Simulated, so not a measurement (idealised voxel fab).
Title: Process Module voxel transistor to metal
The cross-section on display is named cut; it measures 140 nm wide, and its cells are 5 nm squares.
This document writes a cross-section as a grid whose cells are square, and gives it as bands, listed from the top down; one or more rows of cells form a band.
Read a band's entry like this: the first values are the height of its top and the height of its bottom in nm, and what follows is the sequence of materials from left to right, each with its width in nm. Note that "blank" is empty space, and that a single material marked "all across" reaches across the band from edge to edge.
Convention: height 0 is the level below which the wafer, as received, is all one material. The lowest band does not terminate at the bottom but continues downward, represented as "0 -> down".
Width spec "30->40" -> top row of cells at first value, bottom row at second value, equal per-row change in between.
Basically "same as before" means that step didn't change any cell in the cross-section.
"Closed empty spaces" enumerates empty spaces isolated from the top, with no open way to it, that contain at least 8 cells, giving each as width x height at distance from the left edge, all three in nm.
Text after the settings on a step's line: the simulator's own remark on that step.
A step's line can hold "overlay nm"; with a mask on that step, the setting says how far right of the planned place the mask lay, while a negative setting says it lay to the left.
Below is the list of planned process steps:
| 1 | op RECEIVE | material Si |
| 2 | op CONFORMAL_DEP | material SiO2 | thk nm 5 |
| 3 | op CONFORMAL_DEP | material SiN | thk nm 15 |
| 4 | op PATTERN | tone cover | mask id ACTIVE | material resist | width nm 105 | thk nm 20 | overlay nm 0 |
| 5 | op DIRECTIONAL_ETCH | etch materials SiN | depth nm 15 |
| 6 | op DIRECTIONAL_ETCH | etch materials SiO2 | depth nm 5 |
| 7 | op DIRECTIONAL_ETCH | etch materials Si | depth nm 30 |
| 8 | op STRIP | etch materials resist |
| 9 | op FILL_DEP | material SiO2 | thk nm 5 |
| 10 | op CMP | height nm 20 |
| 11 | op SELECTIVE_ETCH | etch materials SiO2 | depth nm 5 |
| 12 | op STRIP | etch materials SiN |
| 13 | op SELECTIVE_ETCH | etch materials SiO2 | depth nm 5 |
| 14 | op OXIDIZE | depth nm 5 |
| 15 | op DIRECTIONAL_DEP | material polySi | thk nm 25 |
| 16 | op DIRECTIONAL_DEP | material SiCN | thk nm 10 |
| 17 | op DIRECTIONAL_DEP | material aC | thk nm 15 |
| 18 | op PATTERN | tone cover | mask id GATE | material resist | width nm 15 | thk nm 30 | overlay nm 0 |
| 19 | op DIRECTIONAL_ETCH | etch materials aC | depth nm 15 |
| 20 | op STRIP | etch materials resist |
| 21 | op DIRECTIONAL_ETCH | etch materials SiCN | depth nm 20 |
| 22 | op DIRECTIONAL_ETCH | etch materials polySi | depth nm 35 |
| 23 | op STRIP | etch materials aC |
| 24 | op CONFORMAL_DEP | material SiN | thk nm 10 |
| 25 | op DIRECTIONAL_ETCH | etch materials SiN | depth nm 10 |
| 26 | op DIRECTIONAL_ETCH | etch materials SiO2 | depth nm 5 |
| 27 | op EPI | material pSi | thk nm 5 |
| 28 | op FILL_DEP | material SiO2 | thk nm 5 |
| 29 | op CMP | height nm 35 |
| 30 | op DIRECTIONAL_DEP | material SiO2 | thk nm 10 |
| 31 | op DIRECTIONAL_DEP | material aC | thk nm 15 |
| 32 | op PATTERN | tone open | mask id CONTACT | material resist | width nm 20 | pitch nm 65 | thk nm 30 | overlay nm 0 |
| 33 | op DIRECTIONAL_ETCH | etch materials aC | depth nm 15 |
| 34 | op STRIP | etch materials resist |
| 35 | op DIRECTIONAL_ETCH | etch materials SiO2 | depth nm 45 |
| 36 | op STRIP | etch materials aC |
| 37 | op CONFORMAL_DEP | material TiN | thk nm 5 |
| 38 | op FILL_DEP | material W | thk nm 5 |
| 39 | op CMP | height nm 45 |
| 40 | op DIRECTIONAL_DEP | material TiN | thk nm 5 |
| 41 | op DIRECTIONAL_DEP | material W | thk nm 20 |
| 42 | op MASKED_ETCH | tone cover | mask id METAL_1 | width nm 20 | pitch nm 65 | etch materials W | depth nm 20 | overlay nm 0 |
| 43 | op MASKED_ETCH | tone cover | mask id METAL_1 | width nm 20 | pitch nm 65 | etch materials TiN | depth nm 5 | overlay nm 0 |
| 44 | op CONFORMAL_DEP | material SiCN | thk nm 5 |
| 45 | op FILL_DEP | material SiO2 | thk nm 10 |
| 46 | op CMP | height nm 70 |
| 47 | op CONFORMAL_DEP | material SiCN | thk nm 5 |
The first wafer of two, processed as planned:
Step 1 complete: cross-section of the wafer as received:
* 0 -> down: Si all across
* Closed empty spaces: none
Step 2 complete: cross-section through the wafer:
* 5 -> 0: SiO2 all across
* Everything under 0 stays put, no change at all.
Step 3 complete: cross-section through the wafer:
* 20 -> 5: SiN all across
* Everything under 5 stays put, no change at all.
Step 4 complete: cross-section through the wafer:
* 40 -> 20: blank (15); resist (105); blank (20)
* Everything under 20 stays put, no change at all.
Step 5 complete: cross-section through the wafer:
* 40 -> 20: blank (15); resist (105); blank (20)
* 20 -> 5: blank (15); SiN (105); blank (20)
* Everything under 5 stays put, no change at all.
Step 6 complete: cross-section through the wafer:
* 40 -> 20: blank (15); resist (105); blank (20)
* 20 -> 5: blank (15); SiN (105); blank (20)
* 5 -> 0: blank (15); SiO2 (105); blank (20)
* Everything under 0 stays put, no change at all.
Step 7 complete: cross-section through the wafer:
* 40 -> 20: blank (15); resist (105); blank (20)
* 20 -> 5: blank (15); SiN (105); blank (20)
* 5 -> 0: blank (15); SiO2 (105); blank (20)
* 0 -> -30: blank (15); Si (105); blank (20)
* Everything under -30 stays put, no change at all.
Step 8 complete: cross-section through the wafer:
* 20 -> 5: blank (15); SiN (105); blank (20)
* Everything under 5 stays put, no change at all.
Step 9 complete: cross-section through the wafer:
* 25 -> 20: SiO2 all across
* 20 -> 5: SiO2 (15); SiN (105); SiO2 (20)
* 5 -> 0: SiO2 all across
* 0 -> -30: SiO2 (15); Si (105); SiO2 (20)
* Everything under -30 stays put, no change at all.
Step 10 complete: cross-section through the wafer:
* 20 -> 5: SiO2 (15); SiN (105); SiO2 (20)
* Everything under 5 stays put, no change at all.
Step 11 complete: cross-section through the wafer:
* 20 -> 15: blank (15); SiN (105); blank (20)
* Everything under 15 stays put, no change at all.
Step 12 complete: cross-section through the wafer:
* 15 -> 5: SiO2 (15); blank (105); SiO2 (20)
* Everything under 5 stays put, no change at all.
Step 13 complete: cross-section through the wafer:
* 10 -> 0: SiO2 (10); blank (115); SiO2 (15)
* Everything under 0 stays put, no change at all.
Step 14 complete: cross-section through the wafer:
* 10 -> 0: SiO2 (10); blank (115); SiO2 (15)
* 0 -> -5: SiO2 all across
* Everything under -5 stays put, no change at all.
Step 15 complete: cross-section through the wafer:
* 35 -> 25: polySi (10); blank (115); polySi (15)
* 25 -> 10: polySi all across
* 10 -> 0: SiO2 (10); polySi (115); SiO2 (15)
* Everything under 0 stays put, no change at all.
Step 16 complete: cross-section through the wafer:
* 45 -> 35: SiCN (10); blank (115); SiCN (15)
* 35 -> 25: polySi (10); SiCN (115); polySi (15)
* Everything under 25 stays put, no change at all.
Step 17 complete: cross-section through the wafer:
* 60 -> 50: aC (10); blank (115); aC (15)
* 50 -> 45: aC all across
* 45 -> 35: SiCN (10); aC (115); SiCN (15)
* Everything under 35 stays put, no change at all.
Step 18 complete: cross-section through the wafer:
* 90 -> 60: blank (60); resist (15); blank (65)
* 60 -> 50: aC (10); blank (50); resist (15); blank (50); aC (15)
* Everything under 50 stays put, no change at all.
Step 19 complete: cross-section through the wafer:
* 75 -> 50: blank (60); resist (15); blank (65)
* 50 -> 45: blank (60); aC (15); blank (65)
* 45 -> 35: SiCN (10); blank (50); aC (15); blank (50); SiCN (15)
* Everything under 35 stays put, no change at all.
Step 20 complete: cross-section through the wafer:
* 50 -> 45: blank (60); aC (15); blank (65)
* Everything under 45 stays put, no change at all.
Step 21 complete: cross-section through the wafer:
* 50 -> 35: blank (60); aC (15); blank (65)
* 35 -> 25: polySi (10); blank (50); SiCN (15); blank (50); polySi (15)
* Everything under 25 stays put, no change at all.
Step 22 complete: cross-section through the wafer:
* 50 -> 35: blank (60); aC (15); blank (65)
* 35 -> 25: blank (60); SiCN (15); blank (65)
* 25 -> 10: blank (60); polySi (15); blank (65)
* 10 -> 0: SiO2 (10); blank (50); polySi (15); blank (50); SiO2 (15)
* Everything under 0 stays put, no change at all.
Step 23 complete: cross-section through the wafer:
* 35 -> 25: blank (60); SiCN (15); blank (65)
* Everything under 25 stays put, no change at all.
Step 24 complete: cross-section through the wafer:
* 45 -> 35: blank (50); SiN (35); blank (55)
* 35 -> 25: blank (50); SiN (10); SiCN (15); SiN (10); blank (55)
* 25 -> 20: blank (50); SiN (10); polySi (15); SiN (10); blank (55)
* 20 -> 10: SiN (20); blank (30); SiN (10); polySi (15); SiN (10); blank (30); SiN (25)
* 10 -> 0: SiO2 (10); SiN (50); polySi (15); SiN (50); SiO2 (15)
* Everything under 0 stays put, no change at all.
Step 25 complete: cross-section through the wafer:
* 35 -> 25: blank (50); SiN (10); SiCN (15); SiN (10); blank (55)
* 25 -> 10: blank (50); SiN (10); polySi (15); SiN (10); blank (55)
* 10 -> 0: SiO2 (10); SiN (10); blank (30); SiN (10); polySi (15); SiN (10); blank (30); SiN (10); SiO2 (15)
* Everything under 0 stays put, no change at all.
Step 26 complete: cross-section through the wafer:
* 35 -> 25: blank (50); SiN (10); SiCN (15); SiN (10); blank (55)
* 25 -> 10: blank (50); SiN (10); polySi (15); SiN (10); blank (55)
* 10 -> 5: blank (10); SiN (10); blank (30); SiN (10); polySi (15); SiN (10); blank (30); SiN (10); blank (15)
* 5 -> 0: SiO2 (10); SiN (10); blank (30); SiN (10); polySi (15); SiN (10); blank (30); SiN (10); SiO2 (15)
* 0 -> -5: SiO2 (20); blank (30); SiO2 (35); blank (30); SiO2 (25)
* Everything under -5 stays put, no change at all.
Step 27 complete: cross-section through the wafer:
* 35 -> 25: blank (50); SiN (10); SiCN (15); SiN (10); blank (55)
* 25 -> 10: blank (50); SiN (10); polySi (15); SiN (10); blank (55)
* 10 -> 5: blank (10); SiN (10); blank (30); SiN (10); polySi (15); SiN (10); blank (30); SiN (10); blank (15)
* 5 -> 0: SiO2 (10); SiN (10); blank (30); SiN (10); polySi (15); SiN (10); blank (30); SiN (10); SiO2 (15)
* 0 -> -5: SiO2 (20); pSi (30); SiO2 (35); pSi (30); SiO2 (25)
* Everything under -5 stays put, no change at all.
Step 28 complete: cross-section through the wafer:
* 40 -> 35: SiO2 all across
* 35 -> 25: SiO2 (50); SiN (10); SiCN (15); SiN (10); SiO2 (55)
* 25 -> 10: SiO2 (50); SiN (10); polySi (15); SiN (10); SiO2 (55)
* 10 -> 0: SiO2 (10); SiN (10); SiO2 (30); SiN (10); polySi (15); SiN (10); SiO2 (30); SiN (10); SiO2 (15)
* Everything under 0 stays put, no change at all.
Step 29 complete: cross-section through the wafer:
* 35 -> 25: SiO2 (50); SiN (10); SiCN (15); SiN (10); SiO2 (55)
* Everything under 25 stays put, no change at all.
Step 30 complete: cross-section through the wafer:
* 45 -> 35: SiO2 all across
* Everything under 35 stays put, no change at all.
Step 31 complete: cross-section through the wafer:
* 60 -> 45: aC all across
* Everything under 45 stays put, no change at all.
Step 32 complete: cross-section through the wafer:
* 90 -> 60: resist (25); blank (20); resist (45); blank (20); resist (30)
* Everything under 60 stays put, no change at all.
Step 33 complete: cross-section through the wafer:
* 75 -> 60: resist (25); blank (20); resist (45); blank (20); resist (30)
* 60 -> 45: aC (25); blank (20); aC (45); blank (20); aC (30)
* Everything under 45 stays put, no change at all.
Step 34 complete: cross-section through the wafer:
* 60 -> 45: aC (25); blank (20); aC (45); blank (20); aC (30)
* Everything under 45 stays put, no change at all.
Step 35 complete: cross-section through the wafer:
* 60 -> 45: aC (25); blank (20); aC (45); blank (20); aC (30)
* 45 -> 35: SiO2 (25); blank (20); SiO2 (45); blank (20); SiO2 (30)
* 35 -> 25: SiO2 (25); blank (20); SiO2 (5); SiN (10); SiCN (15); SiN (10); SiO2 (5); blank (20); SiO2 (30)
* 25 -> 10: SiO2 (25); blank (20); SiO2 (5); SiN (10); polySi (15); SiN (10); SiO2 (5); blank (20); SiO2 (30)
* 10 -> 0: SiO2 (10); SiN (10); SiO2 (5); blank (20); SiO2 (5); SiN (10); polySi (15); SiN (10); SiO2 (5); blank (20); SiO2 (5); SiN (10); SiO2 (15)
* Everything under 0 stays put, no change at all.
Step 36 complete: cross-section through the wafer:
* 45 -> 35: SiO2 (25); blank (20); SiO2 (45); blank (20); SiO2 (30)
* Everything under 35 stays put, no change at all.
Step 37 complete: cross-section through the wafer:
* 50 -> 45: TiN (30); blank (10); TiN (55); blank (10); TiN (35)
* 45 -> 35: SiO2 (25); TiN (5); blank (10); TiN (5); SiO2 (45); TiN (5); blank (10); TiN (5); SiO2 (30)
* 35 -> 25: SiO2 (25); TiN (5); blank (10); TiN (5); SiO2 (5); SiN (10); SiCN (15); SiN (10); SiO2 (5); TiN (5); blank (10); TiN (5); SiO2 (30)
* 25 -> 10: SiO2 (25); TiN (5); blank (10); TiN (5); SiO2 (5); SiN (10); polySi (15); SiN (10); SiO2 (5); TiN (5); blank (10); TiN (5); SiO2 (30)
* 10 -> 5: SiO2 (10); SiN (10); SiO2 (5); TiN (5); blank (10); TiN (5); SiO2 (5); SiN (10); polySi (15); SiN (10); SiO2 (5); TiN (5); blank (10); TiN (5); SiO2 (5); SiN (10); SiO2 (15)
* 5 -> 0: SiO2 (10); SiN (10); SiO2 (5); TiN (20); SiO2 (5); SiN (10); polySi (15); SiN (10); SiO2 (5); TiN (20); SiO2 (5); SiN (10); SiO2 (15)
* Everything under 0 stays put, no change at all.
Step 38 complete: cross-section through the wafer:
* 55 -> 50: W all across
* 50 -> 45: TiN (30); W (10); TiN (55); W (10); TiN (35)
* 45 -> 35: SiO2 (25); TiN (5); W (10); TiN (5); SiO2 (45); TiN (5); W (10); TiN (5); SiO2 (30)
* 35 -> 25: SiO2 (25); TiN (5); W (10); TiN (5); SiO2 (5); SiN (10); SiCN (15); SiN (10); SiO2 (5); TiN (5); W (10); TiN (5); SiO2 (30)
* 25 -> 10: SiO2 (25); TiN (5); W (10); TiN (5); SiO2 (5); SiN (10); polySi (15); SiN (10); SiO2 (5); TiN (5); W (10); TiN (5); SiO2 (30)
* 10 -> 5: SiO2 (10); SiN (10); SiO2 (5); TiN (5); W (10); TiN (5); SiO2 (5); SiN (10); polySi (15); SiN (10); SiO2 (5); TiN (5); W (10); TiN (5); SiO2 (5); SiN (10); SiO2 (15)
* Everything under 5 stays put, no change at all.
Step 39 complete: cross-section through the wafer:
* 45 -> 35: SiO2 (25); TiN (5); W (10); TiN (5); SiO2 (45); TiN (5); W (10); TiN (5); SiO2 (30)
* Everything under 35 stays put, no change at all.
Step 40 complete: cross-section through the wafer:
* 50 -> 45: TiN all across
* Everything under 45 stays put, no change at all.
Step 41 complete: cross-section through the wafer:
* 70 -> 50: W all across
* Everything under 50 stays put, no change at all.
Step 42 complete: cross-section through the wafer:
* 70 -> 50: blank (25); W (20); blank (45); W (20); blank (30)
* Everything under 50 stays put, no change at all.
Step 43 complete: cross-section through the wafer:
* 70 -> 50: blank (25); W (20); blank (45); W (20); blank (30)
* 50 -> 45: blank (25); TiN (20); blank (45); TiN (20); blank (30)
* Everything under 45 stays put, no change at all.
Step 44 complete: cross-section through the wafer:
* 75 -> 70: blank (20); SiCN (30); blank (35); SiCN (30); blank (25)
* 70 -> 50: blank (20); SiCN (5); W (20); SiCN (5); blank (35); SiCN (5); W (20); SiCN (5); blank (25)
* 50 -> 45: SiCN (25); TiN (20); SiCN (45); TiN (20); SiCN (30)
* Everything under 45 stays put, no change at all.
Step 45 complete: cross-section through the wafer:
* 85 -> 75: SiO2 all across
* 75 -> 70: SiO2 (20); SiCN (30); SiO2 (35); SiCN (30); SiO2 (25)
* 70 -> 50: SiO2 (20); SiCN (5); W (20); SiCN (5); SiO2 (35); SiCN (5); W (20); SiCN (5); SiO2 (25)
* Everything under 50 stays put, no change at all.
Step 46 complete: cross-section through the wafer:
* 70 -> 50: SiO2 (20); SiCN (5); W (20); SiCN (5); SiO2 (35); SiCN (5); W (20); SiCN (5); SiO2 (25)
* Everything under 50 stays put, no change at all.
Step 47 complete: cross-section through the wafer:
* 75 -> 70: SiCN all across
* Everything under 70 stays put, no change at all.
The remaining wafer, second of the two, started like the first and was run to the same plan, except that one mistake was made along the way; the two coincide through step 36, inclusive:
when step 37 should have ended:
* 50 -> 45: SiN (30); blank (10); SiN (55); blank (10); SiN (35)
* 45 -> 35: SiO2 (25); SiN (5); blank (10); SiN (5); SiO2 (45); SiN (5); blank (10); SiN (5); SiO2 (30)
* 35 -> 25: SiO2 (25); SiN (5); blank (10); SiN (5); SiO2 (5); SiN (10); SiCN (15); SiN (10); SiO2 (5); SiN (5); blank (10); SiN (5); SiO2 (30)
* 25 -> 10: SiO2 (25); SiN (5); blank (10); SiN (5); SiO2 (5); SiN (10); polySi (15); SiN (10); SiO2 (5); SiN (5); blank (10); SiN (5); SiO2 (30)
* 10 -> 5: SiO2 (10); SiN (10); SiO2 (5); SiN (5); blank (10); SiN (5); SiO2 (5); SiN (10); polySi (15); SiN (10); SiO2 (5); SiN (5); blank (10); SiN (5); SiO2 (5); SiN (10); SiO2 (15)
* 5 -> 0: SiO2 (10); SiN (10); SiO2 (5); SiN (20); SiO2 (5); SiN (10); polySi (15); SiN (10); SiO2 (5); SiN (20); SiO2 (5); SiN (10); SiO2 (15)
* Everything under 0 stays put, no change at all.
when step 38 should have ended:
* 55 -> 50: W all across
* 50 -> 45: SiN (30); W (10); SiN (55); W (10); SiN (35)
* 45 -> 35: SiO2 (25); SiN (5); W (10); SiN (5); SiO2 (45); SiN (5); W (10); SiN (5); SiO2 (30)
* 35 -> 25: SiO2 (25); SiN (5); W (10); SiN (5); SiO2 (5); SiN (10); SiCN (15); SiN (10); SiO2 (5); SiN (5); W (10); SiN (5); SiO2 (30)
* 25 -> 10: SiO2 (25); SiN (5); W (10); SiN (5); SiO2 (5); SiN (10); polySi (15); SiN (10); SiO2 (5); SiN (5); W (10); SiN (5); SiO2 (30)
* 10 -> 5: SiO2 (10); SiN (10); SiO2 (5); SiN (5); W (10); SiN (5); SiO2 (5); SiN (10); polySi (15); SiN (10); SiO2 (5); SiN (5); W (10); SiN (5); SiO2 (5); SiN (10); SiO2 (15)
* Everything under 5 stays put, no change at all.
when step 39 should have ended:
* 45 -> 35: SiO2 (25); SiN (5); W (10); SiN (5); SiO2 (45); SiN (5); W (10); SiN (5); SiO2 (30)
* Everything under 35 stays put, no change at all.
when step 40 should have ended:
* 50 -> 45: TiN all across
* Everything under 45 stays put, no change at all.
when step 41 should have ended:
* 70 -> 50: W all across
* Everything under 50 stays put, no change at all.
when step 42 should have ended:
* 70 -> 50: blank (25); W (20); blank (45); W (20); blank (30)
* Everything under 50 stays put, no change at all.
when step 43 should have ended:
* 70 -> 50: blank (25); W (20); blank (45); W (20); blank (30)
* 50 -> 45: blank (25); TiN (20); blank (45); TiN (20); blank (30)
* Everything under 45 stays put, no change at all.
when step 44 should have ended:
* 75 -> 70: blank (20); SiCN (30); blank (35); SiCN (30); blank (25)
* 70 -> 50: blank (20); SiCN (5); W (20); SiCN (5); blank (35); SiCN (5); W (20); SiCN (5); blank (25)
* 50 -> 45: SiCN (25); TiN (20); SiCN (45); TiN (20); SiCN (30)
* Everything under 45 stays put, no change at all.
when step 45 should have ended:
* 85 -> 75: SiO2 all across
* 75 -> 70: SiO2 (20); SiCN (30); SiO2 (35); SiCN (30); SiO2 (25)
* 70 -> 50: SiO2 (20); SiCN (5); W (20); SiCN (5); SiO2 (35); SiCN (5); W (20); SiCN (5); SiO2 (25)
* Everything under 50 stays put, no change at all.
when step 46 should have ended:
* 70 -> 50: SiO2 (20); SiCN (5); W (20); SiCN (5); SiO2 (35); SiCN (5); W (20); SiCN (5); SiO2 (25)
* Everything under 50 stays put, no change at all.
when step 47 should have ended:
* 75 -> 70: SiCN all across
* Everything under 70 stays put, no change at all.
Heads up, the wafer didn't run the way we planned it: contrary to plan, step 37 was performed as op CONFORMAL_DEP | material SiN | thk nm 5
Final cells, second wafer relative to first, materials higher or lower: 40 more of SiN | 40 fewer of TiN
